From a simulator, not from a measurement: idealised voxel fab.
The following process module bears the name voxel capacitor over wiring.
The cross-section shown here is cut; it is 220 nm wide and divided into square cells measuring 5 nm on a side.
How to read a cross-section here: the picture is a grid of square cells, written as bands going from the top down, and any band can span one or more rows of cells. Basically the band line says how high the top is and how high the bottom is, in nm, and then what's in it from left to right, every material with its width in nm. Empty space shows up as "blank", and if a single material carries "everywhere" it runs the full band edge to edge. Measure heights from 0. That's the level where, below it, the as-received wafer is all one material. The lowest band is bottomless and extends downward; write it as in "0 down". You'd read "30->40" like this: the band's top row of cells is as wide as the first number, its bottom row is as wide as the second, and going down, every row changes width by the same amount as the row before did. Basically "nothing got changed" means that step didn't change any cell in the cross-section. "Non-vented voids" enumerates empty spaces isolated from the top, with no open way to it, that contain at least 8 cells, giving each as width x height at distance from the left edge, all three in nm. Past the settings on a step's line: simulator remark, on that step. The line of a step may include "overlay nm". On a step with a mask, this value is how far to the right of its planned place the mask lay. A negative value means the mask lay to the left.
Process steps (planned)
- 1: RECEIVE, material Si
- 2: CONFORMAL_DEP, material SiO2, thk nm 15
- 3: DIRECTIONAL_DEP, material TiN, thk nm 5
- 4: DIRECTIONAL_DEP, material W, thk nm 15
- 5: DIRECTIONAL_DEP, material aC, thk nm 15
- 6: PATTERN, tone cover, mask id METAL_1, material resist, width nm 30, pitch nm 90, thk nm 30, overlay nm 0
- 7: DIRECTIONAL_ETCH, etch materials aC, depth nm 15
- 8: STRIP, etch materials resist
- 9: DIRECTIONAL_ETCH, etch materials W, depth nm 15
- 10: DIRECTIONAL_ETCH, etch materials TiN, depth nm 5
- 11: STRIP, etch materials aC
- 12: CONFORMAL_DEP, material SiN, thk nm 5
- 13: FILL_DEP, material SiO2, thk nm 5
- 14: CMP, height nm 35
- 15: CONFORMAL_DEP, material SiCN, thk nm 5
- 16: DIRECTIONAL_DEP, material SiO2, thk nm 15
- 17: PATTERN, tone open, mask id PLUG_1, material resist, width nm 15, thk nm 15, overlay nm 0
- 18: DIRECTIONAL_ETCH, etch materials SiO2, depth nm 15
- 19: DIRECTIONAL_ETCH, etch materials SiCN, depth nm 5
- 20: STRIP, etch materials resist
- 21: CONFORMAL_DEP, material TiN, thk nm 5
- 22: FILL_DEP, material Cu, thk nm 10
- 23: CMP, height nm 55
- 24: DIRECTIONAL_DEP, material TiN, thk nm 10
- 25: DIRECTIONAL_DEP, material Al2O3, thk nm 5
- 26: DIRECTIONAL_DEP, material TiN, thk nm 5
- 27: PATTERN, tone cover, mask id UPPER_PLATE, material resist, width nm 65, thk nm 15, overlay nm 0
- 28: DIRECTIONAL_ETCH, etch materials TiN, depth nm 5
- 29: DIRECTIONAL_ETCH, etch materials Al2O3, depth nm 5
- 30: STRIP, etch materials resist
- 31: DIRECTIONAL_DEP, material aC, thk nm 10
- 32: PATTERN, tone cover, mask id LOWER_PLATE, material resist, width nm 75, thk nm 25, overlay nm 0
- 33: DIRECTIONAL_ETCH, etch materials aC, depth nm 10
- 34: STRIP, etch materials resist
- 35: DIRECTIONAL_ETCH, etch materials TiN, depth nm 10
- 36: STRIP, etch materials aC
- 37: FILL_DEP, material SiO2, thk nm 20
- 38: CMP, height nm 90
- 39: MASKED_ETCH, tone open, mask id PLUG_2, width nm 15, etch materials SiO2, depth nm 15, overlay nm 0
- 40: CONFORMAL_DEP, material TiN, thk nm 5
- 41: FILL_DEP, material W, thk nm 5
- 42: CMP, height nm 90
- 43: CONFORMAL_DEP, material SiCN, thk nm 5
First out of two wafers; run went to plan
Cross-section of the wafer as it came to us, i.e., already through step 1
  0 down | Si everywhere
  Non-vented voids: none
Cross-section of the wafer after step 2
  15 to 0 | SiO2 everywhere
  No changes below 0.
Cross-section of the wafer after step 3
  20 to 15 | TiN everywhere
  No changes below 15.
Cross-section of the wafer after step 4
  35 to 20 | W everywhere
  No changes below 20.
Cross-section of the wafer after step 5
  50 to 35 | aC everywhere
  No changes below 35.
Cross-section of the wafer after step 6
  80 to 50 | blank 50 nm; resist 30 nm; blank 60 nm; resist 30 nm; blank 50 nm
  No changes below 50.
Cross-section of the wafer after step 7
  65 to 50 | blank 50 nm; resist 30 nm; blank 60 nm; resist 30 nm; blank 50 nm
  50 to 35 | blank 50 nm; aC 30 nm; blank 60 nm; aC 30 nm; blank 50 nm
  No changes below 35.
Cross-section of the wafer after step 8
  50 to 35 | blank 50 nm; aC 30 nm; blank 60 nm; aC 30 nm; blank 50 nm
  No changes below 35.
Cross-section of the wafer after step 9
  50 to 35 | blank 50 nm; aC 30 nm; blank 60 nm; aC 30 nm; blank 50 nm
  35 to 20 | blank 50 nm; W 30 nm; blank 60 nm; W 30 nm; blank 50 nm
  No changes below 20.
Cross-section of the wafer after step 10
  50 to 35 | blank 50 nm; aC 30 nm; blank 60 nm; aC 30 nm; blank 50 nm
  35 to 20 | blank 50 nm; W 30 nm; blank 60 nm; W 30 nm; blank 50 nm
  20 to 15 | blank 50 nm; TiN 30 nm; blank 60 nm; TiN 30 nm; blank 50 nm
  No changes below 15.
Cross-section of the wafer after step 11
  35 to 20 | blank 50 nm; W 30 nm; blank 60 nm; W 30 nm; blank 50 nm
  No changes below 20.
Cross-section of the wafer after step 12
  40 to 35 | blank 45 nm; SiN 40 nm; blank 50 nm; SiN 40 nm; blank 45 nm
  35 to 20 | blank 45 nm; SiN 5 nm; W 30 nm; SiN 5 nm; blank 50 nm; SiN 5 nm; W 30 nm; SiN 5 nm; blank 45 nm
  20 to 15 | SiN 50 nm; TiN 30 nm; SiN 60 nm; TiN 30 nm; SiN 50 nm
  No changes below 15.
Cross-section of the wafer after step 13
  45 to 40 | SiO2 everywhere
  40 to 35 | SiO2 45 nm; SiN 40 nm; SiO2 50 nm; SiN 40 nm; SiO2 45 nm
  35 to 20 | SiO2 45 nm; SiN 5 nm; W 30 nm; SiN 5 nm; SiO2 50 nm; SiN 5 nm; W 30 nm; SiN 5 nm; SiO2 45 nm
  No changes below 20.
Cross-section of the wafer after step 14
  35 to 20 | SiO2 45 nm; SiN 5 nm; W 30 nm; SiN 5 nm; SiO2 50 nm; SiN 5 nm; W 30 nm; SiN 5 nm; SiO2 45 nm
  No changes below 20.
Cross-section of the wafer after step 15
  40 to 35 | SiCN everywhere
  No changes below 35.
Cross-section of the wafer after step 16
  55 to 40 | SiO2 everywhere
  No changes below 40.
Cross-section of the wafer after step 17
  70 to 55 | resist 65 nm; blank 15 nm; resist 140 nm
  No changes below 55.
Cross-section of the wafer after step 18
  70 to 55 | resist 65 nm; blank 15 nm; resist 140 nm
  55 to 40 | SiO2 65 nm; blank 15 nm; SiO2 140 nm
  No changes below 40.
Cross-section of the wafer after step 19
  70 to 55 | resist 65 nm; blank 15 nm; resist 140 nm
  55 to 40 | SiO2 65 nm; blank 15 nm; SiO2 140 nm
  40 to 35 | SiCN 65 nm; blank 15 nm; SiCN 140 nm
  No changes below 35.
Cross-section of the wafer after step 20
  55 to 40 | SiO2 65 nm; blank 15 nm; SiO2 140 nm
  No changes below 40.
Cross-section of the wafer after step 21
  60 to 55 | TiN 70 nm; blank 5 nm; TiN 145 nm
  55 to 40 | SiO2 65 nm; TiN 5 nm; blank 5 nm; TiN 5 nm; SiO2 140 nm
  40 to 35 | SiCN 65 nm; TiN 15 nm; SiCN 140 nm
  No changes below 35.
Cross-section of the wafer after step 22
  70 to 60 | Cu everywhere
  60 to 55 | TiN 70 nm; Cu 5 nm; TiN 145 nm
  55 to 40 | SiO2 65 nm; TiN 5 nm; Cu 5 nm; TiN 5 nm; SiO2 140 nm
  No changes below 40.
Cross-section of the wafer after step 23
  55 to 40 | SiO2 65 nm; TiN 5 nm; Cu 5 nm; TiN 5 nm; SiO2 140 nm
  No changes below 40.
Cross-section of the wafer after step 24
  65 to 55 | TiN everywhere
  No changes below 55.
Cross-section of the wafer after step 25
  70 to 65 | Al2O3 everywhere
  No changes below 65.
Cross-section of the wafer after step 26
  75 to 70 | TiN everywhere
  No changes below 70.
Cross-section of the wafer after step 27
  90 to 75 | blank 65 nm; resist 65 nm; blank 90 nm
  No changes below 75.
Cross-section of the wafer after step 28
  90 to 75 | blank 65 nm; resist 65 nm; blank 90 nm
  75 to 70 | blank 65 nm; TiN 65 nm; blank 90 nm
  No changes below 70.
Cross-section of the wafer after step 29
  90 to 75 | blank 65 nm; resist 65 nm; blank 90 nm
  75 to 70 | blank 65 nm; TiN 65 nm; blank 90 nm
  70 to 65 | blank 65 nm; Al2O3 65 nm; blank 90 nm
  No changes below 65.
Cross-section of the wafer after step 30
  75 to 70 | blank 65 nm; TiN 65 nm; blank 90 nm
  No changes below 70.
Cross-section of the wafer after step 31
  85 to 75 | blank 65 nm; aC 65 nm; blank 90 nm
  75 to 70 | aC 65 nm; TiN 65 nm; aC 90 nm
  70 to 65 | aC 65 nm; Al2O3 65 nm; aC 90 nm
  No changes below 65.
Cross-section of the wafer after step 32
  110 to 85 | blank 60 nm; resist 75 nm; blank 85 nm
  85 to 75 | blank 60 nm; resist 5 nm; aC 65 nm; resist 5 nm; blank 85 nm
  No changes below 75.
Cross-section of the wafer after step 33
  100 to 85 | blank 60 nm; resist 75 nm; blank 85 nm
  85 to 75 | blank 60 nm; resist 5 nm; aC 65 nm; resist 5 nm; blank 85 nm
  75 to 70 | blank 60 nm; aC 5 nm; TiN 65 nm; aC 5 nm; blank 85 nm
  70 to 65 | blank 60 nm; aC 5 nm; Al2O3 65 nm; aC 5 nm; blank 85 nm
  No changes below 65.
Cross-section of the wafer after step 34
  85 to 75 | blank 65 nm; aC 65 nm; blank 90 nm
  No changes below 75.
Cross-section of the wafer after step 35
  85 to 75 | blank 65 nm; aC 65 nm; blank 90 nm
  75 to 70 | blank 60 nm; aC 5 nm; TiN 65 nm; aC 5 nm; blank 85 nm
  70 to 65 | blank 60 nm; aC 5 nm; Al2O3 65 nm; aC 5 nm; blank 85 nm
  65 to 55 | blank 60 nm; TiN 75 nm; blank 85 nm
  No changes below 55.
Cross-section of the wafer after step 36
  75 to 70 | blank 65 nm; TiN 65 nm; blank 90 nm
  70 to 65 | blank 65 nm; Al2O3 65 nm; blank 90 nm
  No changes below 65.
Cross-section of the wafer after step 37
  95 to 75 | SiO2 everywhere
  75 to 70 | SiO2 65 nm; TiN 65 nm; SiO2 90 nm
  70 to 65 | SiO2 65 nm; Al2O3 65 nm; SiO2 90 nm
  65 to 55 | SiO2 60 nm; TiN 75 nm; SiO2 85 nm
  No changes below 55.
Cross-section of the wafer after step 38
  90 to 75 | SiO2 everywhere
  No changes below 75.
Cross-section of the wafer after step 39
  90 to 75 | SiO2 75 nm; blank 15 nm; SiO2 130 nm
  No changes below 75.
Cross-section of the wafer after step 40
  95 to 90 | TiN 80 nm; blank 5 nm; TiN 135 nm
  90 to 80 | SiO2 75 nm; TiN 5 nm; blank 5 nm; TiN 5 nm; SiO2 130 nm
  80 to 70 | SiO2 75->65 nm; TiN 15->65 nm; SiO2 130->90 nm
  No changes below 70.
Cross-section of the wafer after step 41
  100 to 95 | W everywhere
  95 to 90 | TiN 80 nm; W 5 nm; TiN 135 nm
  90 to 80 | SiO2 75 nm; TiN 5 nm; W 5 nm; TiN 5 nm; SiO2 130 nm
  No changes below 80.
Cross-section of the wafer after step 42
  90 to 80 | SiO2 75 nm; TiN 5 nm; W 5 nm; TiN 5 nm; SiO2 130 nm
  No changes below 80.
Cross-section of the wafer after step 43
  95 to 90 | SiCN everywhere
  No changes below 90.
second wafer: like start, like plan, one mistake. Through step 24 it matches the first wafer
Cross-sectional representation of the second wafer at the time designated in the plan for the completion of step 25: nothing got changed
Cross-sectional representation of the second wafer at the time designated in the plan for the completion of step 26
  70 to 55 | TiN everywhere
  No changes below 55.
Cross-sectional representation of the second wafer at the time designated in the plan for the completion of step 27
  85 to 70 | blank 65 nm; resist 65 nm; blank 90 nm
  No changes below 70.
Cross-sectional representation of the second wafer at the time designated in the plan for the completion of step 28
  85 to 70 | blank 65 nm; resist 65 nm; blank 90 nm
  70 to 65 | blank 65 nm; TiN 65 nm; blank 90 nm
  No changes below 65.
Cross-sectional representation of the second wafer at the time designated in the plan for the completion of step 29: nothing got changed
Cross-sectional representation of the second wafer at the time designated in the plan for the completion of step 30
  70 to 65 | blank 65 nm; TiN 65 nm; blank 90 nm
  No changes below 65.
Cross-sectional representation of the second wafer at the time designated in the plan for the completion of step 31
  80 to 75 | blank 65 nm; aC 65 nm; blank 90 nm
  75 to 70 | aC everywhere
  70 to 65 | aC 65 nm; TiN 65 nm; aC 90 nm
  No changes below 65.
Cross-sectional representation of the second wafer at the time designated in the plan for the completion of step 32
  105 to 80 | blank 60 nm; resist 75 nm; blank 85 nm
  80 to 75 | blank 60 nm; resist 5 nm; aC 65 nm; resist 5 nm; blank 85 nm
  No changes below 75.
Cross-sectional representation of the second wafer at the time designated in the plan for the completion of step 33
  95 to 80 | blank 60 nm; resist 75 nm; blank 85 nm
  80 to 75 | blank 60 nm; resist 5 nm; aC 65 nm; resist 5 nm; blank 85 nm
  75 to 70 | blank 60 nm; aC 75 nm; blank 85 nm
  70 to 65 | blank 60 nm; aC 5 nm; TiN 65 nm; aC 5 nm; blank 85 nm
  No changes below 65.
Cross-sectional representation of the second wafer at the time designated in the plan for the completion of step 34
  80 to 70 | blank 65->60 nm; aC 65->75 nm; blank 90->85 nm
  No changes below 70.
Cross-sectional representation of the second wafer at the time designated in the plan for the completion of step 35
  80 to 70 | blank 65->60 nm; aC 65->75 nm; blank 90->85 nm
  70 to 65 | blank 60 nm; aC 5 nm; TiN 65 nm; aC 5 nm; blank 85 nm
  65 to 55 | blank 60 nm; TiN 75 nm; blank 85 nm
  No changes below 55.
Cross-sectional representation of the second wafer at the time designated in the plan for the completion of step 36
  70 to 65 | blank 65 nm; TiN 65 nm; blank 90 nm
  No changes below 65.
Cross-sectional representation of the second wafer at the time designated in the plan for the completion of step 37
  90 to 70 | SiO2 everywhere
  70 to 65 | SiO2 65 nm; TiN 65 nm; SiO2 90 nm
  65 to 55 | SiO2 60 nm; TiN 75 nm; SiO2 85 nm
  No changes below 55.
Cross-sectional representation of the second wafer at the time designated in the plan for the completion of step 38: nothing got changed
Cross-sectional representation of the second wafer at the time designated in the plan for the completion of step 39
  90 to 75 | SiO2 75 nm; blank 15 nm; SiO2 130 nm
  No changes below 75.
Cross-sectional representation of the second wafer at the time designated in the plan for the completion of step 40
  95 to 90 | TiN 80 nm; blank 5 nm; TiN 135 nm
  90 to 80 | SiO2 75 nm; TiN 5 nm; blank 5 nm; TiN 5 nm; SiO2 130 nm
  80 to 75 | SiO2 75 nm; TiN 15 nm; SiO2 130 nm
  No changes below 75.
Cross-sectional representation of the second wafer at the time designated in the plan for the completion of step 41
  100 to 95 | W everywhere
  95 to 90 | TiN 80 nm; W 5 nm; TiN 135 nm
  90 to 80 | SiO2 75 nm; TiN 5 nm; W 5 nm; TiN 5 nm; SiO2 130 nm
  No changes below 80.
Cross-sectional representation of the second wafer at the time designated in the plan for the completion of step 42
  90 to 80 | SiO2 75 nm; TiN 5 nm; W 5 nm; TiN 5 nm; SiO2 130 nm
  No changes below 80.
Cross-sectional representation of the second wafer at the time designated in the plan for the completion of step 43
  95 to 90 | SiCN everywhere
  No changes below 90.
Deviation from plan: skipped: plan step 25 (never run)
Wafer comparison, final, in cells, second relative to first, materials more or fewer: -13 Al2O3; +13 SiO2
